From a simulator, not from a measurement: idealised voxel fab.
process module | voxel fin reveal
Cross-section cut: width 170 nm, square cells of 5 nm.
How to read a cross-section here: the picture is a grid of square cells, written as bands going from the top down, and any band can span one or more rows of cells.
Within each band entry, the heights of the top and of the bottom of the band appear first, in that order and in nm; the materials of the band then follow from left to right, each with its corresponding width in nm. The designation "edge to edge" on a single material indicates that it fills the band from edge to edge; the designation "empty" indicates empty space.
Height datum 0, below which the as-received substrate wafer is one material. Lowest band open at the bottom, running downward: "top 0, no bottom".
Note: "30->40" means the width goes from the first number (top row of the band) to the second number (bottom row) in equal steps per row of cells.
Step note "changes: none" = no cross-section cell changed.
The list in "Fully closed voids" covers empty spaces of 8 cells or more that cannot reach the top through any open way, and it gives each as width x height at distance; the distance is from the left edge, and width, height and distance are in nm.
Anything after a step's settings on that line? It's the simulator's own note about the step.
overlay nm, on a step with a mask: how far to the right of its planned place the mask lay; to the left if negative

[Set out below are the planned steps of the process]
1,RECEIVE,material Si
2,CONFORMAL_DEP,material SiN,thk nm 5
3,MASKED_ETCH,tone cover,mask id FINS,width nm 15,pitch nm 35,etch materials SiN,depth nm 5,overlay nm 0
4,MASKED_ETCH,tone cover,mask id FINS,width nm 15,pitch nm 35,etch materials Si,depth nm 30,overlay nm 0
5,OXIDIZE,depth nm 5
6,FILL_DEP,material SiO2,thk nm 5
7,CMP,height nm 5
8,SELECTIVE_ETCH,etch materials SiO2,depth nm 20
9,STRIP,etch materials SiN
10,CONFORMAL_DEP,material SiO2,thk nm 5

[Cross-section: wafer on arrival = after step 1]
    top 0, no bottom: Si edge to edge
    Fully closed voids: none

[Run as planned - first of the two wafers cross-sectioned at the end of the module]
    top 5, bottom 0: empty (25)  SiO2 (15)  empty (20)  SiO2 (15)  empty (20)  SiO2 (15)  empty (20)  SiO2 (15)  empty (25)
    top 0, bottom -10: empty (25)  SiO2 (5)  Si (5)  SiO2 (5)  empty (20)  SiO2 (5)  Si (5)  SiO2 (5)  empty (20)  SiO2 (5)  Si (5)  SiO2 (5)  empty (20)  SiO2 (5)  Si (5)  SiO2 (5)  empty (25)
    top -10, bottom -35: SiO2 (30)  Si (5)  SiO2 (30)  Si (5)  SiO2 (30)  Si (5)  SiO2 (30)  Si (5)  SiO2 (30)
    top -35, no bottom: Si edge to edge
    Fully closed voids: none

[So this is wafer number two of the two, cut at the end of the module - it started where the first did and had the same plan, we just got one thing wrong running it]
    top 5, bottom 0: empty (25)  SiO2 (15)  empty (20)  SiO2 (15)  empty (20)  SiO2 (15)  empty (20)  SiO2 (15)  empty (25)
    top 0, bottom -10: empty (25)  SiO2 (5)  Si (5)  SiO2 (5)  empty (20)  SiO2 (5)  Si (5)  SiO2 (5)  empty (20)  SiO2 (5)  Si (5)  SiO2 (5)  empty (20)  SiO2 (5)  Si (5)  SiO2 (5)  empty (25)
    top -10, bottom -15: SiO2 (10)  empty (15)  SiO2 (5)  Si (5)  SiO2 (5)  empty (20)  SiO2 (5)  Si (5)  SiO2 (5)  empty (20)  SiO2 (5)  Si (5)  SiO2 (5)  empty (20)  SiO2 (5)  Si (5)  SiO2 (5)  empty (15)  SiO2 (10)
    top -15, bottom -35: SiO2 (30)  Si (5)  SiO2 (30)  Si (5)  SiO2 (30)  Si (5)  SiO2 (30)  Si (5)  SiO2 (30)
    top -35, no bottom: Si edge to edge
    Fully closed voids: none
Finding, execution versus plan: it was found that steps 8 and 9 of the process plan had been performed in exchanged positions
In the final state, the cell counts of the second wafer exceed or fall short of those of the first for the following materials: SiO2 -18
